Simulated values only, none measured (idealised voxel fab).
process module | voxel gate over fins
cross-section cut | 240 nm wide | cells 5 nm
A cross-section is a grid of square cells, given in bands from the top down. A band is one or more rows of cells.
Each band's line starts with the height of the band's top and of its bottom, in nm. Then come its materials from left to right, each with its width in nm. One material with "throughout" fills the band from edge to edge. "air" is empty space.
Height 0 is the level under which the wafer as received is all one material. The lowest band goes on downwards, as in "0 down".
A width such as "30 to 40" changes by the same amount from each row of cells to the next, from the band's top row to its bottom row.
"no change" after a step means that no cell of the cross-section changed.
closed voids: empty space of 8 cells or more with no open way to the top, each as width x height at its distance from the left edge, in nm
after a step's settings: what the simulator itself notes on the step
overlay nm, on a step with a mask: how far to the right of its planned place the mask lay; to the left if negative
plan
1 op RECEIVE | material Si
2 op CONFORMAL_DEP | material SiN | thk nm 5
3 op PATTERN | tone cover | mask id FINS | material resist | width nm 15 | pitch nm 60 | thk nm 15 | overlay nm 0
4 op DIRECTIONAL_ETCH | etch materials SiN | depth nm 5
5 op DIRECTIONAL_ETCH | etch materials Si | depth nm 35
6 op STRIP | etch materials resist
7 op OXIDIZE | depth nm 5
8 op FILL_DEP | material SiO2 | thk nm 5
9 op CMP | height nm 5
10 op MASKED_ETCH | tone open | mask id RAIL | width nm 15 | etch materials SiO2 | depth nm 35 | overlay nm 0
11 op CONFORMAL_DEP | material TiN | thk nm 5
12 op FILL_DEP | material W | thk nm 5
13 op CMP | height nm 5
14 op SELECTIVE_ETCH | etch materials W Ru TiN | depth nm 25
15 op FILL_DEP | material SiO2 | thk nm 5
16 op CMP | height nm 5
17 op SELECTIVE_ETCH | etch materials SiO2 | depth nm 20
18 op STRIP | etch materials SiN
19 op CONFORMAL_DEP | material HfO2 | thk nm 5
20 op CONFORMAL_DEP | material TiN | thk nm 5
21 op FILL_DEP | material W | thk nm 15
22 op CMP | height nm 20
23 op CONFORMAL_DEP | material SiN | thk nm 5
first wafer, as planned
as received, after step 1
  0 down: Si throughout
  closed voids: none
after step 2
  5 to 0: SiN throughout
  below 0: unchanged
after step 3
  20 to 5: air 50 | resist 15 | air 45 | resist 15 | air 45 | resist 15 | air 55
  below 5: unchanged
after step 4
  20 to 5: air 50 | resist 15 | air 45 | resist 15 | air 45 | resist 15 | air 55
  5 to 0: air 50 | SiN 15 | air 45 | SiN 15 | air 45 | SiN 15 | air 55
  below 0: unchanged
after step 5
  20 to 5: air 50 | resist 15 | air 45 | resist 15 | air 45 | resist 15 | air 55
  5 to 0: air 50 | SiN 15 | air 45 | SiN 15 | air 45 | SiN 15 | air 55
  0 to -35: air 50 | Si 15 | air 45 | Si 15 | air 45 | Si 15 | air 55
  below -35: unchanged
after step 6
  5 to 0: air 50 | SiN 15 | air 45 | SiN 15 | air 45 | SiN 15 | air 55
  below 0: unchanged
after step 7
  5 to 0: air 50 | SiN 15 | air 45 | SiN 15 | air 45 | SiN 15 | air 55
  0 to -35: air 50 | SiO2 5 | Si 5 | SiO2 5 | air 45 | SiO2 5 | Si 5 | SiO2 5 | air 45 | SiO2 5 | Si 5 | SiO2 5 | air 55
  -35 to -40: SiO2 55 | Si 5 | SiO2 55 | Si 5 | SiO2 55 | Si 5 | SiO2 60
  below -40: unchanged
after step 8
  10 to 5: SiO2 throughout
  5 to 0: SiO2 50 | SiN 15 | SiO2 45 | SiN 15 | SiO2 45 | SiN 15 | SiO2 55
  0 to -40: SiO2 55 | Si 5 | SiO2 55 | Si 5 | SiO2 55 | Si 5 | SiO2 60
  below -40: unchanged
after step 9
  5 to 0: SiO2 50 | SiN 15 | SiO2 45 | SiN 15 | SiO2 45 | SiN 15 | SiO2 55
  below 0: unchanged
after step 10
  5 to 0: SiO2 50 | SiN 15 | SiO2 15 | air 15 | SiO2 15 | SiN 15 | SiO2 45 | SiN 15 | SiO2 55
  0 to -30: SiO2 55 | Si 5 | SiO2 20 | air 15 | SiO2 20 | Si 5 | SiO2 55 | Si 5 | SiO2 60
  below -30: unchanged
after step 11
  10 to 5: TiN 85 | air 5 | TiN 150
  5 to 0: SiO2 50 | SiN 15 | SiO2 15 | TiN 5 | air 5 | TiN 5 | SiO2 15 | SiN 15 | SiO2 45 | SiN 15 | SiO2 55
  0 to -25: SiO2 55 | Si 5 | SiO2 20 | TiN 5 | air 5 | TiN 5 | SiO2 20 | Si 5 | SiO2 55 | Si 5 | SiO2 60
  -25 to -30: SiO2 55 | Si 5 | SiO2 20 | TiN 15 | SiO2 20 | Si 5 | SiO2 55 | Si 5 | SiO2 60
  below -30: unchanged
after step 12
  15 to 10: W throughout
  10 to 5: TiN 85 | W 5 | TiN 150
  5 to 0: SiO2 50 | SiN 15 | SiO2 15 | TiN 5 | W 5 | TiN 5 | SiO2 15 | SiN 15 | SiO2 45 | SiN 15 | SiO2 55
  0 to -25: SiO2 55 | Si 5 | SiO2 20 | TiN 5 | W 5 | TiN 5 | SiO2 20 | Si 5 | SiO2 55 | Si 5 | SiO2 60
  below -25: unchanged
after step 13
  5 to 0: SiO2 50 | SiN 15 | SiO2 15 | TiN 5 | W 5 | TiN 5 | SiO2 15 | SiN 15 | SiO2 45 | SiN 15 | SiO2 55
  below 0: unchanged
after step 14
  5 to 0: SiO2 50 | SiN 15 | SiO2 15 | air 15 | SiO2 15 | SiN 15 | SiO2 45 | SiN 15 | SiO2 55
  0 to -20: SiO2 55 | Si 5 | SiO2 20 | air 15 | SiO2 20 | Si 5 | SiO2 55 | Si 5 | SiO2 60
  below -20: unchanged
after step 15
  10 to 5: SiO2 throughout
  5 to 0: SiO2 50 | SiN 15 | SiO2 45 | SiN 15 | SiO2 45 | SiN 15 | SiO2 55
  0 to -20: SiO2 55 | Si 5 | SiO2 55 | Si 5 | SiO2 55 | Si 5 | SiO2 60
  below -20: unchanged
after step 16
  5 to 0: SiO2 50 | SiN 15 | SiO2 45 | SiN 15 | SiO2 45 | SiN 15 | SiO2 55
  below 0: unchanged
after step 17
  5 to 0: air 50 | SiN 15 | air 45 | SiN 15 | air 45 | SiN 15 | air 55
  0 to -15: air 55 | Si 5 | air 55 | Si 5 | air 55 | Si 5 | air 60
  below -15: unchanged
after step 18
  0 to -15: air 55 | Si 5 | air 55 | Si 5 | air 55 | Si 5 | air 60
  below -15: unchanged
after step 19
  5 to 0: air 50 | HfO2 15 | air 45 | HfO2 15 | air 45 | HfO2 15 | air 55
  0 to -10: air 50 | HfO2 5 | Si 5 | HfO2 5 | air 45 | HfO2 5 | Si 5 | HfO2 5 | air 45 | HfO2 5 | Si 5 | HfO2 5 | air 55
  -10 to -15: HfO2 55 | Si 5 | HfO2 55 | Si 5 | HfO2 55 | Si 5 | HfO2 60
  below -15: unchanged
after step 20
  10 to 5: air 45 | TiN 25 | air 35 | TiN 25 | air 35 | TiN 25 | air 50
  5 to 0: air 45 | TiN 5 | HfO2 15 | TiN 5 | air 35 | TiN 5 | HfO2 15 | TiN 5 | air 35 | TiN 5 | HfO2 15 | TiN 5 | air 50
  0 to -5: air 45 | TiN 5 | HfO2 5 | Si 5 | HfO2 5 | TiN 5 | air 35 | TiN 5 | HfO2 5 | Si 5 | HfO2 5 | TiN 5 | air 35 | TiN 5 | HfO2 5 | Si 5 | HfO2 5 | TiN 5 | air 50
  -5 to -10: TiN 50 | HfO2 5 | Si 5 | HfO2 5 | TiN 45 | HfO2 5 | Si 5 | HfO2 5 | TiN 45 | HfO2 5 | Si 5 | HfO2 5 | TiN 55
  below -10: unchanged
after step 21
  25 to 10: W throughout
  10 to 5: W 45 | TiN 25 | W 35 | TiN 25 | W 35 | TiN 25 | W 50
  5 to 0: W 45 | TiN 5 | HfO2 15 | TiN 5 | W 35 | TiN 5 | HfO2 15 | TiN 5 | W 35 | TiN 5 | HfO2 15 | TiN 5 | W 50
  0 to -5: W 45 | TiN 5 | HfO2 5 | Si 5 | HfO2 5 | TiN 5 | W 35 | TiN 5 | HfO2 5 | Si 5 | HfO2 5 | TiN 5 | W 35 | TiN 5 | HfO2 5 | Si 5 | HfO2 5 | TiN 5 | W 50
  below -5: unchanged
after step 22
  20 to 10: W throughout
  below 10: unchanged
after step 23
  25 to 20: SiN throughout
  below 20: unchanged
second wafer: like start, like plan, one mistake. Through step 16 it matches the first wafer
when step 17 should have ended
  5 to 0: air 50 | SiN 15 | air 45 | SiN 15 | air 45 | SiN 15 | air 55
  0 to -20: air 55 | Si 5 | air 55 | Si 5 | air 55 | Si 5 | air 60
  -20 to -25: air 55 | Si 5 | air 20 | TiN 5 | W 5 | TiN 5 | air 20 | Si 5 | air 55 | Si 5 | air 60
  -25 to -30: air 55 | Si 5 | air 20 | TiN 15 | air 20 | Si 5 | air 55 | Si 5 | air 60
  -30 to -35: air 55 | Si 5 | air 25 | SiO2 5 | air 25 | Si 5 | air 55 | Si 5 | air 60
  below -35: unchanged
when step 18 should have ended
  0 to -20: air 55 | Si 5 | air 55 | Si 5 | air 55 | Si 5 | air 60
  below -20: unchanged
when step 19 should have ended
  5 to 0: air 50 | HfO2 15 | air 45 | HfO2 15 | air 45 | HfO2 15 | air 55
  0 to -15: air 50 | HfO2 5 | Si 5 | HfO2 5 | air 45 | HfO2 5 | Si 5 | HfO2 5 | air 45 | HfO2 5 | Si 5 | HfO2 5 | air 55
  -15 to -20: air 50 | HfO2 5 | Si 5 | HfO2 5 | air 10 | HfO2 25 | air 10 | HfO2 5 | Si 5 | HfO2 5 | air 45 | HfO2 5 | Si 5 | HfO2 5 | air 55
  -20 to -25: air 50 | HfO2 5 | Si 5 | HfO2 5 | air 10 | HfO2 5 | TiN 5 | W 5 | TiN 5 | HfO2 5 | air 10 | HfO2 5 | Si 5 | HfO2 5 | air 45 | HfO2 5 | Si 5 | HfO2 5 | air 55
  -25 to -30: air 50 | HfO2 5 | Si 5 | HfO2 5 | air 10 | HfO2 5 | TiN 15 | HfO2 5 | air 10 | HfO2 5 | Si 5 | HfO2 5 | air 45 | HfO2 5 | Si 5 | HfO2 5 | air 55
  -30 to -35: HfO2 55 | Si 5 | HfO2 25 | SiO2 5 | HfO2 25 | Si 5 | HfO2 55 | Si 5 | HfO2 60
  below -35: unchanged
when step 20 should have ended
  10 to 5: air 45 | TiN 25 | air 35 | TiN 25 | air 35 | TiN 25 | air 50
  5 to 0: air 45 | TiN 5 | HfO2 15 | TiN 5 | air 35 | TiN 5 | HfO2 15 | TiN 5 | air 35 | TiN 5 | HfO2 15 | TiN 5 | air 50
  0 to -10: air 45 | TiN 5 | HfO2 5 | Si 5 | HfO2 5 | TiN 5 | air 35 | TiN 5 | HfO2 5 | Si 5 | HfO2 5 | TiN 5 | air 35 | TiN 5 | HfO2 5 | Si 5 | HfO2 5 | TiN 5 | air 50
  -10 to -15: air 45 | TiN 5 | HfO2 5 | Si 5 | HfO2 5 | TiN 45 | HfO2 5 | Si 5 | HfO2 5 | TiN 5 | air 35 | TiN 5 | HfO2 5 | Si 5 | HfO2 5 | TiN 5 | air 50
  -15 to -20: air 45 | TiN 5 | HfO2 5 | Si 5 | HfO2 5 | TiN 10 | HfO2 25 | TiN 10 | HfO2 5 | Si 5 | HfO2 5 | TiN 5 | air 35 | TiN 5 | HfO2 5 | Si 5 | HfO2 5 | TiN 5 | air 50
  -20 to -25: air 45 | TiN 5 | HfO2 5 | Si 5 | HfO2 5 | TiN 10 | HfO2 5 | TiN 5 | W 5 | TiN 5 | HfO2 5 | TiN 10 | HfO2 5 | Si 5 | HfO2 5 | TiN 5 | air 35 | TiN 5 | HfO2 5 | Si 5 | HfO2 5 | TiN 5 | air 50
  -25 to -30: TiN 50 | HfO2 5 | Si 5 | HfO2 5 | TiN 10 | HfO2 5 | TiN 15 | HfO2 5 | TiN 10 | HfO2 5 | Si 5 | HfO2 5 | TiN 45 | HfO2 5 | Si 5 | HfO2 5 | TiN 55
  below -30: unchanged
when step 21 should have ended
  25 to 10: W throughout
  10 to 5: W 45 | TiN 25 | W 35 | TiN 25 | W 35 | TiN 25 | W 50
  5 to 0: W 45 | TiN 5 | HfO2 15 | TiN 5 | W 35 | TiN 5 | HfO2 15 | TiN 5 | W 35 | TiN 5 | HfO2 15 | TiN 5 | W 50
  0 to -10: W 45 | TiN 5 | HfO2 5 | Si 5 | HfO2 5 | TiN 5 | W 35 | TiN 5 | HfO2 5 | Si 5 | HfO2 5 | TiN 5 | W 35 | TiN 5 | HfO2 5 | Si 5 | HfO2 5 | TiN 5 | W 50
  -10 to -15: W 45 | TiN 5 | HfO2 5 | Si 5 | HfO2 5 | TiN 45 | HfO2 5 | Si 5 | HfO2 5 | TiN 5 | W 35 | TiN 5 | HfO2 5 | Si 5 | HfO2 5 | TiN 5 | W 50
  -15 to -20: W 45 | TiN 5 | HfO2 5 | Si 5 | HfO2 5 | TiN 10 | HfO2 25 | TiN 10 | HfO2 5 | Si 5 | HfO2 5 | TiN 5 | W 35 | TiN 5 | HfO2 5 | Si 5 | HfO2 5 | TiN 5 | W 50
  -20 to -25: W 45 | TiN 5 | HfO2 5 | Si 5 | HfO2 5 | TiN 10 | HfO2 5 | TiN 5 | W 5 | TiN 5 | HfO2 5 | TiN 10 | HfO2 5 | Si 5 | HfO2 5 | TiN 5 | W 35 | TiN 5 | HfO2 5 | Si 5 | HfO2 5 | TiN 5 | W 50
  below -25: unchanged
when step 22 should have ended
  20 to 10: W throughout
  below 10: unchanged
when step 23 should have ended
  25 to 20: SiN throughout
  below 20: unchanged
what went wrong: step 17 was run twice
at the end the second wafer has, in cells: 32 more of HfO2 | 173 fewer of SiO2 | 30 more of TiN | 111 more of W
